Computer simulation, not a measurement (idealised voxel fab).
process module | voxel wiring stack
cross-section cut | 250 nm wide | cells 5 nm
A cross-section is a grid of square cells, given in bands from the top down. A band is one or more rows of cells.
Each band's line starts with the height of the band's top and of its bottom, in nm. Then come its materials from left to right, each with its width in nm. One material with "throughout" fills the band from edge to edge. "air" is empty space.
Height 0 is the level under which the wafer as received is all one material. The lowest band goes on downwards, as in "0 down".
A width such as "30 to 40" changes by the same amount from each row of cells to the next, from the band's top row to its bottom row.
"no change" after a step means that no cell of the cross-section changed.
closed voids: empty space of 8 cells or more with no open way to the top, each as width x height at its distance from the left edge, in nm
after a step's settings: what the simulator itself notes on the step
overlay nm, on a step with a mask: how far to the right of its planned place the mask lay; to the left if negative
plan
1 op RECEIVE | material Si
2 op CONFORMAL_DEP | material SiO2 | thk nm 10
3 op CONFORMAL_DEP | material SiN | thk nm 5
4 op DIRECTIONAL_DEP | material lowk | thk nm 15
5 op PATTERN | tone open | mask id METAL_1 | material resist | width nm 20 | pitch nm 35 | thk nm 20 | overlay nm 0
6 op DIRECTIONAL_ETCH | etch materials lowk | depth nm 15
7 op DIRECTIONAL_ETCH | etch materials SiN | depth nm 5
8 op STRIP | etch materials resist
9 op CONFORMAL_DEP | material TiN | thk nm 5
10 op FILL_DEP | material Ru | thk nm 10
11 op CMP | height nm 30
12 op EPI | material Ru | thk nm 5
13 op FILL_DEP | material SiCN | thk nm 5
14 op DIRECTIONAL_DEP | material lowk | thk nm 10
15 op DIRECTIONAL_DEP | material aC | thk nm 15
16 op PATTERN | tone open | mask id PLUG_1 | material resist | width nm 15 | pitch nm 70 | thk nm 30 | overlay nm 0
17 op DIRECTIONAL_ETCH | etch materials aC | depth nm 15
18 op STRIP | etch materials resist
19 op DIRECTIONAL_ETCH | etch materials lowk | depth nm 10
20 op DIRECTIONAL_ETCH | etch materials SiCN | depth nm 5
21 op STRIP | etch materials aC
22 op EPI | material Ru | thk nm 10
23 op EPI | material Ru | thk nm 5
24 op DIRECTIONAL_DEP | material TiN | thk nm 5
25 op DIRECTIONAL_DEP | material W | thk nm 15
26 op MASKED_ETCH | tone cover | mask id METAL_2 | width nm 20 | pitch nm 35 | etch materials W | depth nm 15 | overlay nm 0
27 op MASKED_ETCH | tone cover | mask id METAL_2 | width nm 20 | pitch nm 35 | etch materials TiN | depth nm 5 | overlay nm 0
28 op CONFORMAL_DEP | material SiCN | thk nm 5
29 op FILL_DEP | material lowk | thk nm 10
30 op CMP | height nm 70
31 op CONFORMAL_DEP | material SiCN | thk nm 5
32 op DIRECTIONAL_DEP | material lowk | thk nm 15
33 op PATTERN | tone open | mask id PLUG_2 | material resist | width nm 15 | pitch nm 35 | thk nm 20 | overlay nm 0
34 op DIRECTIONAL_ETCH | etch materials lowk | depth nm 15
35 op DIRECTIONAL_ETCH | etch materials SiCN | depth nm 5
36 op STRIP | etch materials resist
37 op CONFORMAL_DEP | material TiN | thk nm 5
38 op FILL_DEP | material Ru | thk nm 10
39 op CMP | height nm 90
40 op DIRECTIONAL_DEP | material TiN | thk nm 5
41 op DIRECTIONAL_DEP | material W | thk nm 25
42 op PATTERN | tone cover | mask id METAL_3 | material resist | width nm 20 | pitch nm 35 | thk nm 20 | overlay nm 0
43 op DIRECTIONAL_ETCH | etch materials W | depth nm 25
44 op DIRECTIONAL_ETCH | etch materials TiN | depth nm 5
45 op STRIP | etch materials resist
46 op FILL_DEP | material SiO2 | thk nm 10
47 op CMP | height nm 120
48 op CONFORMAL_DEP | material SiCN | thk nm 5
as received, after step 1
  0 down: Si throughout
  closed voids: none
a wafer at the end: this start, this plan, one mistake
  125 to 120: SiCN throughout
  120 to 95: SiO2 60 | W 20 | SiO2 15 | W 20 | SiO2 15 | W 20 | SiO2 15 | W 20 | SiO2 65
  95 to 90: SiO2 60 | TiN 20 | SiO2 15 | TiN 20 | SiO2 15 | TiN 20 | SiO2 15 | TiN 20 | SiO2 65
  90 to 75: lowk 60 | TiN 5 | Ru 5 | TiN 5 | lowk 20 | TiN 5 | Ru 5 | TiN 5 | lowk 20 | TiN 5 | Ru 5 | TiN 5 | lowk 20 | TiN 5 | Ru 5 | TiN 5 | lowk 70
  75 to 70: SiCN 60 | TiN 15 | SiCN 20 | TiN 15 | SiCN 20 | TiN 15 | SiCN 20 | TiN 15 | SiCN 70
  70 to 55: lowk 55 | SiCN 5 | W 20 | SiCN 5 | lowk 5 | SiCN 5 | W 20 | SiCN 5 | lowk 5 | SiCN 5 | W 20 | SiCN 5 | lowk 5 | SiCN 5 | W 20 | SiCN 5 | lowk 60
  55 to 50: SiCN 60 | TiN 20 | SiCN 15 | TiN 20 | SiCN 15 | TiN 20 | SiCN 15 | TiN 20 | SiCN 65
  50 to 40: lowk 60 | Ru 15 | lowk 55 | Ru 15 | lowk 105
  40 to 35: SiCN 60 | Ru 15 | SiCN 55 | Ru 15 | SiCN 105
  35 to 30: SiCN 60 | Ru 25 | SiCN 10 | Ru 25 | SiCN 10 | Ru 25 | SiCN 10 | Ru 25 | SiCN 60
  30 to 15: lowk 65 | TiN 5 | Ru 5 | TiN 5 | lowk 20 | TiN 5 | Ru 5 | TiN 5 | lowk 20 | TiN 5 | Ru 5 | TiN 5 | lowk 20 | TiN 5 | Ru 5 | TiN 5 | lowk 65
  15 to 10: SiN 65 | TiN 15 | SiN 20 | TiN 15 | SiN 20 | TiN 15 | SiN 20 | TiN 15 | SiN 65
  10 to 0: SiO2 throughout
  0 down: Si throughout
  closed voids: none
what went wrong: step 5 ran as: op PATTERN | tone open | mask id METAL_1 | material resist | width nm 15 | pitch nm 35 | thk nm 20 | overlay nm 0
